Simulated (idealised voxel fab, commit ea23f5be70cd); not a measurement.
The process module that follows is named voxel trench capacitor.
Shown is cross-section cut, with a width of 300 nm and square cells of size 5 nm.
The cross-sections in this document take the form of a grid made of square cells. They are written out as bands, in order from top to bottom. Each band consists of one or more rows of cells.
The band entry comprises the height of the band's top followed by the height of its bottom, expressed in nm, and subsequently the band's materials from left to right, each stated together with its width in nm. Where a single material is marked with the word "all across", that material fills the band from edge to edge. The word "air" represents empty space.
The reference from which all heights are counted is 0, the level beneath which the as-received wafer is entirely one material; the lowest band, having no lower bound, proceeds downward and is written after the example "from 0 down".
Width "30..40": first value at the band's top row of cells, second value at its bottom row, equal change from row to row.
It should be understood that the words "no modification", when stated for a given step, signify that the cross-section underwent no change in any of its cells during that step.
The entry titled "Voids, sealed" provides the empty spaces that have no open way to the top, restricted to those of 8 cells or more. Each is presented as width x height at distance, the distance being measured from the left edge, with all three in nm.
On each step's line, the part that comes after the settings is the simulator's own comment on the step.
"overlay nm" denotes, for a step that has a mask, the displacement of the mask to the right of its planned place, with negative values corresponding to the left.
-- Planned step list for the process
1) RECEIVE with material Si
2) CONFORMAL_DEP with material SiN, thk nm 10
3) PATTERN with tone open, mask id TRENCH, material resist, width nm 15, pitch nm 40, thk nm 20, overlay nm 0
4) DIRECTIONAL_ETCH with etch materials SiN, depth nm 10
5) DIRECTIONAL_ETCH with etch materials Si, depth nm 25
6) STRIP with etch materials resist
7) CONFORMAL_DEP with material Al2O3, thk nm 5
8) FILL_DEP with material polySi, thk nm 5
9) CMP with height nm 10
-- First of the two wafers, run per plan
-- Cross-section of the incoming wafer, state after step 1
  from 0 down | Si all across
  Voids, sealed: none
-- You're looking at a cross-section of the wafer after step 2
  from 10 to 0 | SiN all across
  Note: structure below 0 unchanged.
-- You're looking at a cross-section of the wafer after step 3
  from 30 to 10 | 80 nm resist, 15 nm air, 25 nm resist, 15 nm air, 25 nm resist, 15 nm air, 25 nm resist, 15 nm air, 85 nm resist
  Note: structure below 10 unchanged.
-- You're looking at a cross-section of the wafer after step 4
  from 30 to 10 | 80 nm resist, 15 nm air, 25 nm resist, 15 nm air, 25 nm resist, 15 nm air, 25 nm resist, 15 nm air, 85 nm resist
  from 10 to 0 | 80 nm SiN, 15 nm air, 25 nm SiN, 15 nm air, 25 nm SiN, 15 nm air, 25 nm SiN, 15 nm air, 85 nm SiN
  Note: structure below 0 unchanged.
-- You're looking at a cross-section of the wafer after step 5
  from 30 to 10 | 80 nm resist, 15 nm air, 25 nm resist, 15 nm air, 25 nm resist, 15 nm air, 25 nm resist, 15 nm air, 85 nm resist
  from 10 to 0 | 80 nm SiN, 15 nm air, 25 nm SiN, 15 nm air, 25 nm SiN, 15 nm air, 25 nm SiN, 15 nm air, 85 nm SiN
  from 0 to -25 | 80 nm Si, 15 nm air, 25 nm Si, 15 nm air, 25 nm Si, 15 nm air, 25 nm Si, 15 nm air, 85 nm Si
  Note: structure below -25 unchanged.
-- You're looking at a cross-section of the wafer after step 6
  from 10 to 0 | 80 nm SiN, 15 nm air, 25 nm SiN, 15 nm air, 25 nm SiN, 15 nm air, 25 nm SiN, 15 nm air, 85 nm SiN
  Note: structure below 0 unchanged.
-- You're looking at a cross-section of the wafer after step 7
  from 15 to 10 | 85 nm Al2O3, 5 nm air, 35 nm Al2O3, 5 nm air, 35 nm Al2O3, 5 nm air, 35 nm Al2O3, 5 nm air, 90 nm Al2O3
  from 10 to 0 | 80 nm SiN, 5 nm Al2O3, 5 nm air, 5 nm Al2O3, 25 nm SiN, 5 nm Al2O3, 5 nm air, 5 nm Al2O3, 25 nm SiN, 5 nm Al2O3, 5 nm air, 5 nm Al2O3, 25 nm SiN, 5 nm Al2O3, 5 nm air, 5 nm Al2O3, 85 nm SiN
  from 0 to -20 | 80 nm Si, 5 nm Al2O3, 5 nm air, 5 nm Al2O3, 25 nm Si, 5 nm Al2O3, 5 nm air, 5 nm Al2O3, 25 nm Si, 5 nm Al2O3, 5 nm air, 5 nm Al2O3, 25 nm Si, 5 nm Al2O3, 5 nm air, 5 nm Al2O3, 85 nm Si
  from -20 to -25 | 80 nm Si, 15 nm Al2O3, 25 nm Si, 15 nm Al2O3, 25 nm Si, 15 nm Al2O3, 25 nm Si, 15 nm Al2O3, 85 nm Si
  Note: structure below -25 unchanged.
-- You're looking at a cross-section of the wafer after step 8
  from 20 to 15 | polySi all across
  from 15 to 10 | 85 nm Al2O3, 5 nm polySi, 35 nm Al2O3, 5 nm polySi, 35 nm Al2O3, 5 nm polySi, 35 nm Al2O3, 5 nm polySi, 90 nm Al2O3
  from 10 to 0 | 80 nm SiN, 5 nm Al2O3, 5 nm polySi, 5 nm Al2O3, 25 nm SiN, 5 nm Al2O3, 5 nm polySi, 5 nm Al2O3, 25 nm SiN, 5 nm Al2O3, 5 nm polySi, 5 nm Al2O3, 25 nm SiN, 5 nm Al2O3, 5 nm polySi, 5 nm Al2O3, 85 nm SiN
  from 0 to -20 | 80 nm Si, 5 nm Al2O3, 5 nm polySi, 5 nm Al2O3, 25 nm Si, 5 nm Al2O3, 5 nm polySi, 5 nm Al2O3, 25 nm Si, 5 nm Al2O3, 5 nm polySi, 5 nm Al2O3, 25 nm Si, 5 nm Al2O3, 5 nm polySi, 5 nm Al2O3, 85 nm Si
  Note: structure below -20 unchanged.
-- You're looking at a cross-section of the wafer after step 9
  from 10 to 0 | 80 nm SiN, 5 nm Al2O3, 5 nm polySi, 5 nm Al2O3, 25 nm SiN, 5 nm Al2O3, 5 nm polySi, 5 nm Al2O3, 25 nm SiN, 5 nm Al2O3, 5 nm polySi, 5 nm Al2O3, 25 nm SiN, 5 nm Al2O3, 5 nm polySi, 5 nm Al2O3, 85 nm SiN
  Note: structure below 0 unchanged.
-- Wafer two. Identical start, identical plan. One mistake in execution. Identical history through step 2
-- Cross-section, second wafer, at the end time the plan gives for step 3
  from 30 to 10 | 75 nm resist, 25 nm air, 15 nm resist, 25 nm air, 15 nm resist, 25 nm air, 15 nm resist, 25 nm air, 80 nm resist
  Note: structure below 10 unchanged.
-- Cross-section, second wafer, at the end time the plan gives for step 4
  from 30 to 10 | 75 nm resist, 25 nm air, 15 nm resist, 25 nm air, 15 nm resist, 25 nm air, 15 nm resist, 25 nm air, 80 nm resist
  from 10 to 0 | 75 nm SiN, 25 nm air, 15 nm SiN, 25 nm air, 15 nm SiN, 25 nm air, 15 nm SiN, 25 nm air, 80 nm SiN
  Note: structure below 0 unchanged.
-- Cross-section, second wafer, at the end time the plan gives for step 5
  from 30 to 10 | 75 nm resist, 25 nm air, 15 nm resist, 25 nm air, 15 nm resist, 25 nm air, 15 nm resist, 25 nm air, 80 nm resist
  from 10 to 0 | 75 nm SiN, 25 nm air, 15 nm SiN, 25 nm air, 15 nm SiN, 25 nm air, 15 nm SiN, 25 nm air, 80 nm SiN
  from 0 to -25 | 75 nm Si, 25 nm air, 15 nm Si, 25 nm air, 15 nm Si, 25 nm air, 15 nm Si, 25 nm air, 80 nm Si
  Note: structure below -25 unchanged.
-- Cross-section, second wafer, at the end time the plan gives for step 6
  from 10 to 0 | 75 nm SiN, 25 nm air, 15 nm SiN, 25 nm air, 15 nm SiN, 25 nm air, 15 nm SiN, 25 nm air, 80 nm SiN
  Note: structure below 0 unchanged.
-- Cross-section, second wafer, at the end time the plan gives for step 7
  from 15 to 10 | 80 nm Al2O3, 15 nm air, 25 nm Al2O3, 15 nm air, 25 nm Al2O3, 15 nm air, 25 nm Al2O3, 15 nm air, 85 nm Al2O3
  from 10 to 0 | 75 nm SiN, 5 nm Al2O3, 15 nm air, 5 nm Al2O3, 15 nm SiN, 5 nm Al2O3, 15 nm air, 5 nm Al2O3, 15 nm SiN, 5 nm Al2O3, 15 nm air, 5 nm Al2O3, 15 nm SiN, 5 nm Al2O3, 15 nm air, 5 nm Al2O3, 80 nm SiN
  from 0 to -20 | 75 nm Si, 5 nm Al2O3, 15 nm air, 5 nm Al2O3, 15 nm Si, 5 nm Al2O3, 15 nm air, 5 nm Al2O3, 15 nm Si, 5 nm Al2O3, 15 nm air, 5 nm Al2O3, 15 nm Si, 5 nm Al2O3, 15 nm air, 5 nm Al2O3, 80 nm Si
  from -20 to -25 | 75 nm Si, 25 nm Al2O3, 15 nm Si, 25 nm Al2O3, 15 nm Si, 25 nm Al2O3, 15 nm Si, 25 nm Al2O3, 80 nm Si
  Note: structure below -25 unchanged.
-- Cross-section, second wafer, at the end time the plan gives for step 8
  from 20 to 15 | polySi all across
  from 15 to 10 | 80 nm Al2O3, 15 nm polySi, 25 nm Al2O3, 15 nm polySi, 25 nm Al2O3, 15 nm polySi, 25 nm Al2O3, 15 nm polySi, 85 nm Al2O3
  from 10 to 0 | 75 nm SiN, 5 nm Al2O3, 15 nm polySi, 5 nm Al2O3, 15 nm SiN, 5 nm Al2O3, 15 nm polySi, 5 nm Al2O3, 15 nm SiN, 5 nm Al2O3, 15 nm polySi, 5 nm Al2O3, 15 nm SiN, 5 nm Al2O3, 15 nm polySi, 5 nm Al2O3, 80 nm SiN
  from 0 to -20 | 75 nm Si, 5 nm Al2O3, 15 nm polySi, 5 nm Al2O3, 15 nm Si, 5 nm Al2O3, 15 nm polySi, 5 nm Al2O3, 15 nm Si, 5 nm Al2O3, 15 nm polySi, 5 nm Al2O3, 15 nm Si, 5 nm Al2O3, 15 nm polySi, 5 nm Al2O3, 80 nm Si
  Note: structure below -20 unchanged.
-- Cross-section, second wafer, at the end time the plan gives for step 9
  from 10 to 0 | 75 nm SiN, 5 nm Al2O3, 15 nm polySi, 5 nm Al2O3, 15 nm SiN, 5 nm Al2O3, 15 nm polySi, 5 nm Al2O3, 15 nm SiN, 5 nm Al2O3, 15 nm polySi, 5 nm Al2O3, 15 nm SiN, 5 nm Al2O3, 15 nm polySi, 5 nm Al2O3, 80 nm SiN
  Note: structure below 0 unchanged.
Which mistake was made when the wafer was run? for step 3, the planned setting was not used; the step was instead run as PATTERN with tone open, mask id TRENCH, material resist, width nm 25, pitch nm 40, thk nm 20, overlay nm 0
The second wafer ends with more or fewer cells of some materials than the first, per final count: +8 Al2O3 | -40 Si | -16 SiN | +48 polySi
